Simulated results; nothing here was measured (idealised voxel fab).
process module | voxel fin reveal
275 nm wide, 5 nm square cells: that's cross-section cut.
When this document writes out a cross-section, it uses a grid of square cells and lists it as bands, beginning at the top and moving down, with a band standing for one or more rows of cells. Heights first: top, then bottom, in nm. Then materials, left to right, each with a width in nm. "full width" on a single material: fills the band edge to edge. "blank": empty space. A quick word on heights: they are counted from 0, and under that level the wafer as it came to us is one material throughout. The lowest band is different from the rest in having no bottom; it simply continues downward, written as in "top 0, no bottom". A width given as "30 to 40" starts at the first number in the band's top row and ends at the second number in its bottom row, shifting by an equal amount at every step from row to row. Where a step carries "nothing different", the cross-section came out of it unchanged, cell for cell. The label "Trapped voids" introduces a list of the empty spaces, 8 cells or larger, that have no open way up to the top; each entry in it reads width x height at distance, where the distance is taken from the left edge and all three are stated in nm. Post-settings text on a step line: simulator's own remark regarding the step. The "overlay nm" setting may appear on a step's line; for a step that uses a mask, it gives how far to the right of its planned position the mask lay, and a negative value indicates the left.

The planned process steps are enumerated hereunder
1 RECEIVE [material Si]
2 CONFORMAL_DEP [material SiN] [thk nm 5]
3 PATTERN [tone cover] [mask id FINS] [material resist] [width nm 15] [pitch nm 35] [thk nm 20] [overlay nm -15]
4 DIRECTIONAL_ETCH [etch materials SiN] [depth nm 5]
5 DIRECTIONAL_ETCH [etch materials Si] [depth nm 30]
6 STRIP [etch materials resist]
7 FILL_DEP [material SiO2] [thk nm 5]
8 CMP [height nm 5]
9 SELECTIVE_ETCH [etch materials SiO2] [depth nm 15]
10 STRIP [etch materials SiN]
The wafers in this document start out alike and differ in the overlay nm applied at step 3; the plan shows the value used for the first wafer.

After step 1, as received: first of several wafers, cross-section
- top 0, no bottom = Si full width
- Trapped voids: none

Module finished, last step 10 done: cross-section of the first of several wafers
- top 0, bottom -10 = blank: 80, Si: 15, blank: 20, Si: 15, blank: 20, Si: 15, blank: 110
- top -10, bottom -30 = SiO2: 80, Si: 15, SiO2: 20, Si: 15, SiO2: 20, Si: 15, SiO2: 110
- top -30, no bottom = Si full width
- Trapped voids: none

Last wafer of the set, cross-sectioned at end of module
- top 0, bottom -10 = blank: 110, Si: 15, blank: 20, Si: 15, blank: 20, Si: 15, blank: 80
- top -10, bottom -30 = SiO2: 110, Si: 15, SiO2: 20, Si: 15, SiO2: 20, Si: 15, SiO2: 80
- top -30, no bottom = Si full width
- Trapped voids: none

What follows is a table in which each wafer occupies a row; for the wafer as it stands at the close of the module, the row states, material by material, how many cells have been gained (+) or lost (-) since receipt, and then gives its closed voids
overlay nm -15, -276 Si, +184 SiO2, Trapped voids: none
overlay nm -10, -276 Si, +184 SiO2, Trapped voids: none
overlay nm -5, -276 Si, +184 SiO2, Trapped voids: none
overlay nm 0, -276 Si, +184 SiO2, Trapped voids: none
overlay nm 5, -276 Si, +184 SiO2, Trapped voids: none
overlay nm 10, -276 Si, +184 SiO2, Trapped voids: none
overlay nm 15, -276 Si, +184 SiO2, Trapped voids: none
